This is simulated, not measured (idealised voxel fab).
Process module, titled voxel self aligned vias
Shown is cross-section cut, with a width of 190 nm and square cells of size 5 nm.
Cross-section, as written here: a square-cell grid given band by band from the top down, where a band holds one or more rows of cells.
The entry gives the band's vertical extent as a top height and a bottom height in nm, then its horizontal make-up as materials from left to right, each with a width in nm. "air" stands for empty space; a single material marked "throughout" fills the band edge to edge.
Heads up on the height convention: 0 is the point under which the incoming wafer is all one material, and the lowest band has no bottom, it just keeps going down, like "0 down".
It should be noted that a width expressed as "30 to 40" varies in equal increments from row to row of cells within the band, taking the value of the first number at the top row and that of the second number at the bottom row.
The cross-section has no changed cell in any step marked "nothing got changed".
"Completely enclosed voids" specifies each empty space that is not open to the top and that occupies no fewer than 8 cells, using the form width x height at distance, the distance measured from the left edge and all three quantities in nm.
Past the settings on a step's line: simulator remark, on that step.
You can add "overlay nm" to a step's line. For a step with a mask, it describes how far the mask lay to the right of its planned position, and a negative number describes a lay to the left.

# Set out below are the planned steps of the process
1: RECEIVE: material Si
2: CONFORMAL_DEP: material SiO2, thk nm 10
3: CONFORMAL_DEP: material SiCN, thk nm 5
4: DIRECTIONAL_DEP: material SiO2, thk nm 25
5: PATTERN: tone open, mask id LINES, material resist, width nm 25, pitch nm 70, thk nm 15, overlay nm 0
6: DIRECTIONAL_ETCH: etch materials SiO2, depth nm 25
7: STRIP: etch materials resist
8: CONFORMAL_DEP: material TiN, thk nm 5
9: FILL_DEP: material W, thk nm 10
10: CMP: height nm 40
11: SELECTIVE_ETCH: etch materials W Ru TiN, depth nm 5
12: FILL_DEP: material SiN, thk nm 5
13: CMP: height nm 40
14: DIRECTIONAL_DEP: material SiO2, thk nm 20
15: MASKED_ETCH: tone open, mask id VIAS, width nm 45, etch materials SiO2, depth nm 20, overlay nm 0
16: MASKED_ETCH: tone open, mask id VIAS, width nm 45, etch materials SiN, depth nm 5, overlay nm 0
17: CONFORMAL_DEP: material TiN, thk nm 5
18: FILL_DEP: material Ru, thk nm 5
19: CMP: height nm 50
20: CONFORMAL_DEP: material SiCN, thk nm 5
The wafers are alike at the start. At step 19, their height nm differs. The plan lists the first wafer's value.

# Cross-section: the first of several wafers in its as-received state, i.e. following step 1
0 down | Si throughout
Completely enclosed voids: none

# Per wafer, end of module: cells gained (+) or lost (-) per material since receipt, then closed voids
height nm 50, +10 Ru, +76 SiCN, +5 SiN, +274 SiO2, +35 TiN, +18 W, Completely enclosed voids: none
height nm 55, +17 Ru, +76 SiCN, +5 SiN, +303 SiO2, +37 TiN, +18 W, Completely enclosed voids: none
height nm 60, +24 Ru, +76 SiCN, +5 SiN, +332 SiO2, +39 TiN, +18 W, Completely enclosed voids: none
height nm 65, +31 Ru, +76 SiCN, +5 SiN, +332 SiO2, +70 TiN, +18 W, Completely enclosed voids: none
height nm 70, +69 Ru, +76 SiCN, +5 SiN, +332 SiO2, +70 TiN, +18 W, Completely enclosed voids: none
